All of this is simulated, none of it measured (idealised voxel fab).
Process module in this document: voxel trench capacitor
For reference, the cross-section in this document is cut, with width 275 nm and square cells of 5 nm.
Cross-section layout: square cells on a grid; listed as bands, top to bottom; a band spans one or more cell rows. This entry defines a band. It first specifies the height of the band's top and the height of its bottom in nm, and then specifies the band's materials from left to right, stating each material with its width in nm. The word "throughout" identifies a single material that fills the band from edge to edge, while the word "blank" identifies empty space. All heights in this document are referenced to 0, defined as the level beneath which the wafer, as received, consists entirely of one material. The lowest band is not bounded below; it extends indefinitely downward and is written in the form "z 0 and below". The width entry "30..40" should be interpreted row by row: the top row of cells in the band takes the first number, the bottom row takes the second number, and the change between adjacent rows is uniform throughout. Where a step carries "no modification", the cross-section came out of it unchanged, cell for cell. "closed voids" - sealed voids, min. 8 cells, no opening to top; format: width x height at distance (distance from left edge; nm throughout). Past the settings on a step's line: simulator remark, on that step. A step's line can hold "overlay nm"; with a mask on that step, the setting says how far right of the planned place the mask lay, while a negative setting says it lay to the left.

**List of planned process steps**
| 1 | RECEIVE | material Si |
| 2 | CONFORMAL_DEP | material SiN | thk nm 10 |
| 3 | DIRECTIONAL_DEP | material aC | thk nm 10 |
| 4 | PATTERN | tone open | mask id TRENCH | material resist | width nm 25 | pitch nm 40 | thk nm 25 | overlay nm 0 |
| 5 | DIRECTIONAL_ETCH | etch materials aC | depth nm 10 |
| 6 | STRIP | etch materials resist |
| 7 | DIRECTIONAL_ETCH | etch materials SiN | depth nm 10 |
| 8 | DIRECTIONAL_ETCH | etch materials Si | depth nm 30 |
| 9 | STRIP | etch materials aC |
| 10 | CONFORMAL_DEP | material HfO2 | thk nm 5 |
| 11 | CONFORMAL_DEP | material TiN | thk nm 5 |
| 12 | FILL_DEP | material W | thk nm 10 |
| 13 | CMP | height nm 10 |

**Here's what the wafer looked like in cross-section when it arrived - that's after step 1**
* z 0 and below | Si throughout
* closed voids: none

**Starting structure and process plan are as shown above, but one mistake was made in running the module; the wafer cross-section at the end of the module follows**
* z 10 to 0 | SiN (105); TiN (5); W (15); TiN (5); SiN (15); TiN (5); W (15); TiN (5); SiN (105)
* z 0 to -25 | Si (105); TiN (5); W (15); TiN (5); Si (15); TiN (5); W (15); TiN (5); Si (105)
* z -25 to -30 | Si (105); TiN (25); Si (15); TiN (25); Si (105)
* z -30 and below | Si throughout
* closed voids: none
Deviation from plan: not run: step 10 of the plan (skipped)
